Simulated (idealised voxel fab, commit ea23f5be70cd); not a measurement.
The process module presented herein is designated voxel gate over fins.
Cross-section cut: width 255 nm, square cells of 5 nm.
We lay out every cross-section as a grid of square cells and spell it out in bands from the top down, where one band means one or more rows of cells. Read a band's entry like this: the first values are the height of its top and the height of its bottom in nm, and what follows is the sequence of materials from left to right, each with its width in nm. Note that "blank" is empty space, and that a single material marked "edge to edge" reaches across the band from edge to edge. A quick word on heights: they are counted from 0, and under that level the wafer as it came to us is one material throughout. The lowest band is different from the rest in having no bottom; it simply continues downward, written as in "0 down". So if you see something like "30 to 40" for the width, read it as the top row of the band sitting at the first number and the bottom row at the second, with every row in between moving by the same amount as the last. A step reported as "remains unaltered" is a step in which no cell of the cross-section changed. Any empty space of 8 cells or more lacking an open way to the top shows up in "Fully enclosed voids" as width x height at distance, distance from the left edge, in nm. Note: text after step settings on the step line = simulator remark on that step. "overlay nm" answers the question of how far to the right of plan the mask lay on a step that has a mask, and when it is negative the answer is to the left.
**Process steps - plan**
1) RECEIVE,material Si
2) CONFORMAL_DEP,material SiN,thk nm 5
3) DIRECTIONAL_DEP,material aC,thk nm 15
4) PATTERN,tone cover,mask id FINS,material resist,width nm 15,pitch nm 50,thk nm 30,overlay nm 0
5) DIRECTIONAL_ETCH,etch materials aC,depth nm 15
6) STRIP,etch materials resist
7) DIRECTIONAL_ETCH,etch materials SiN,depth nm 5
8) DIRECTIONAL_ETCH,etch materials Si,depth nm 40
9) STRIP,etch materials aC
10) OXIDIZE,depth nm 5
11) FILL_DEP,material SiO2,thk nm 15
12) CMP,height nm 5
13) PATTERN,tone open,mask id RAIL,material resist,width nm 15,thk nm 15,overlay nm 0
14) DIRECTIONAL_ETCH,etch materials SiO2,depth nm 40
15) STRIP,etch materials resist
16) CONFORMAL_DEP,material TiN,thk nm 5
17) FILL_DEP,material Ru,thk nm 10
18) CMP,height nm 5
19) SELECTIVE_ETCH,etch materials W Ru TiN,depth nm 25
20) FILL_DEP,material SiO2,thk nm 5
21) CMP,height nm 5
22) SELECTIVE_ETCH,etch materials SiO2,depth nm 15
23) STRIP,etch materials SiN
24) CONFORMAL_DEP,material HfO2,thk nm 5
25) CONFORMAL_DEP,material TiN,thk nm 5
26) CONFORMAL_DEP,material TiAl,thk nm 5
27) CONFORMAL_DEP,material TiN,thk nm 5
28) FILL_DEP,material W,thk nm 10
29) CMP,height nm 25
30) CONFORMAL_DEP,material SiN,thk nm 5
**Received-state cross-section, reflecting completion of step 1**
  0 down = Si edge to edge
  Fully enclosed voids: none
**Cross-sectional view of the first of the two wafers upon completion of the module, processed in accordance with the plan**
  30 to 25 = SiN edge to edge
  25 to 20 = W edge to edge
  20 to 15 = 55 of W | 45 of TiN | 5 of W | 45 of TiN | 5 of W | 45 of TiN | 55 of W
  15 to 10 = 55 of W | 5 of TiN | 35 of TiAl | 5 of TiN | 5 of W | 5 of TiN | 35 of TiAl | 5 of TiN | 5 of W | 5 of TiN | 35 of TiAl | 5 of TiN | 55 of W
  10 to 5 = 60 of TiN | 5 of TiAl | 25 of TiN | 5 of TiAl | 15 of TiN | 5 of TiAl | 25 of TiN | 5 of TiAl | 15 of TiN | 5 of TiAl | 25 of TiN | 5 of TiAl | 60 of TiN
  5 to 0 = 65 of TiAl | 5 of TiN | 15 of HfO2 | 5 of TiN | 25 of TiAl | 5 of TiN | 15 of HfO2 | 5 of TiN | 25 of TiAl | 5 of TiN | 15 of HfO2 | 5 of TiN | 65 of TiAl
  0 to -5 = 70 of TiN | 5 of HfO2 | 5 of Si | 5 of HfO2 | 35 of TiN | 5 of HfO2 | 5 of Si | 5 of HfO2 | 35 of TiN | 5 of HfO2 | 5 of Si | 5 of HfO2 | 70 of TiN
  -5 to -10 = 75 of HfO2 | 5 of Si | 45 of HfO2 | 5 of Si | 45 of HfO2 | 5 of Si | 75 of HfO2
  -10 to -20 = 75 of SiO2 | 5 of Si | 45 of SiO2 | 5 of Si | 45 of SiO2 | 5 of Si | 75 of SiO2
  -20 to -30 = 75 of SiO2 | 5 of Si | 15 of SiO2 | 5 of TiN | 5 of Ru | 5 of TiN | 15 of SiO2 | 5 of Si | 45 of SiO2 | 5 of Si | 75 of SiO2
  -30 to -35 = 75 of SiO2 | 5 of Si | 15 of SiO2 | 15 of TiN | 15 of SiO2 | 5 of Si | 45 of SiO2 | 5 of Si | 75 of SiO2
  -35 to -45 = 75 of SiO2 | 5 of Si | 45 of SiO2 | 5 of Si | 45 of SiO2 | 5 of Si | 75 of SiO2
  -45 down = Si edge to edge
  Fully enclosed voids: none
**Presented here is a cross-section of the second of the two wafers as it stood at the end of the module. It was started in the same manner and assigned the same plan as the first wafer; however, one mistake was made in its execution**
  30 to 25 = SiN edge to edge
  25 to 20 = W edge to edge
  20 to 15 = TiN edge to edge
  15 to 10 = TiAl edge to edge
  10 to 5 = TiN edge to edge
  5 to 0 = HfO2 edge to edge
  0 to -20 = 75 of SiO2 | 5 of Si | 45 of SiO2 | 5 of Si | 45 of SiO2 | 5 of Si | 75 of SiO2
  -20 to -30 = 75 of SiO2 | 5 of Si | 15 of SiO2 | 5 of TiN | 5 of Ru | 5 of TiN | 15 of SiO2 | 5 of Si | 45 of SiO2 | 5 of Si | 75 of SiO2
  -30 to -35 = 75 of SiO2 | 5 of Si | 15 of SiO2 | 15 of TiN | 15 of SiO2 | 5 of Si | 45 of SiO2 | 5 of Si | 75 of SiO2
  -35 to -45 = 75 of SiO2 | 5 of Si | 45 of SiO2 | 5 of Si | 45 of SiO2 | 5 of Si | 75 of SiO2
  -45 down = Si edge to edge
  Fully enclosed voids: none
The plan and the run diverged here: step 22 ran with different settings than intended, the actual operation and settings being SELECTIVE_ETCH,etch materials SiO2,depth nm 5
Upon completion, the second wafer contains, in terms of cells, a greater or smaller amount of certain materials than the first wafer: 12 fewer of HfO2 | 96 more of SiO2 | 12 fewer of TiAl | 24 fewer of TiN | 48 fewer of W
